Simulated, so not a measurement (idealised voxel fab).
A process module follows: voxel lift off.
185 nm wide, 5 nm square cells: that's cross-section cut.
We lay out every cross-section as a grid of square cells and spell it out in bands from the top down, where one band means one or more rows of cells.
Heights first: top, then bottom, in nm. Then materials, left to right, each with a width in nm. "full width" on a single material: fills the band edge to edge. "blank": empty space.
Measure heights from 0. That's the level where, below it, the as-received wafer is all one material. The lowest band is bottomless and extends downward; write it as in "0 -> down".
A two-number width, for instance "30..40", indicates that the width is equal to the first number in the top row of the band and to the second number in the bottom row, and that it changes by a constant amount per row of cells.
What does "nothing altered" mean for a step? It means no cell of the cross-section changed in that step.
Basically, "Voids, sealed" tells you about the enclosed voids: empty spaces with no open way to the top, 8 cells or bigger, each written width x height at distance, where distance is from the left edge, all in nm.
Past the settings on a step's line: simulator remark, on that step.
overlay nm: on a step with a mask, how far right of its planned place the mask lay; negative means left.
## This section lists the process steps that were planned
1 RECEIVE [material Si]
2 CONFORMAL_DEP [material SiO2] [thk nm 15]
3 PATTERN [tone open] [mask id LINES] [material resist] [width nm 15] [pitch nm 55] [thk nm 25] [overlay nm 0]
4 DIRECTIONAL_DEP [material Ru] [thk nm 10]
5 STRIP [etch materials resist]
6 CONFORMAL_DEP [material SiO2] [thk nm 10]
The plan's step 3 width nm is the first wafer's value; the wafers differ in this setting and start identical.
## Cross-section: the first of several wafers in its as-received state, i.e. following step 1
- 0 -> down: Si full width
- Voids, sealed: none
## Module end state after final step 6: cross-section of the first of several wafers
- 35 -> 25: blank 45 nm, SiO2 35 nm, blank 20 nm, SiO2 35 nm, blank 50 nm
- 25 -> 15: SiO2 55 nm, Ru 15 nm, SiO2 40 nm, Ru 15 nm, SiO2 60 nm
- 15 -> 0: SiO2 full width
- 0 -> down: Si full width
- Voids, sealed: none
## last wafer at the end
- 35 -> 25: blank 35 nm, SiO2 115 nm, blank 35 nm
- 25 -> 15: SiO2 45 nm, Ru 40 nm, SiO2 15 nm, Ru 40 nm, SiO2 45 nm
- 15 -> 0: SiO2 full width
- 0 -> down: Si full width
- Voids, sealed: none
## The rows of the table below are wafers. Looking at the end of the module, a row counts, for every material, the cells the wafer has gained, shown as (+), or lost, shown as (-), since it was received; its closed voids come next
width nm 15 | +12 Ru | +201 SiO2 | Voids, sealed: none
width nm 20 | +16 Ru | +201 SiO2 | Voids, sealed: none
width nm 25 | +20 Ru | +201 SiO2 | Voids, sealed: none
width nm 30 | +24 Ru | +201 SiO2 | Voids, sealed: none
width nm 35 | +28 Ru | +201 SiO2 | Voids, sealed: none
width nm 40 | +32 Ru | +199 SiO2 | Voids, sealed: none
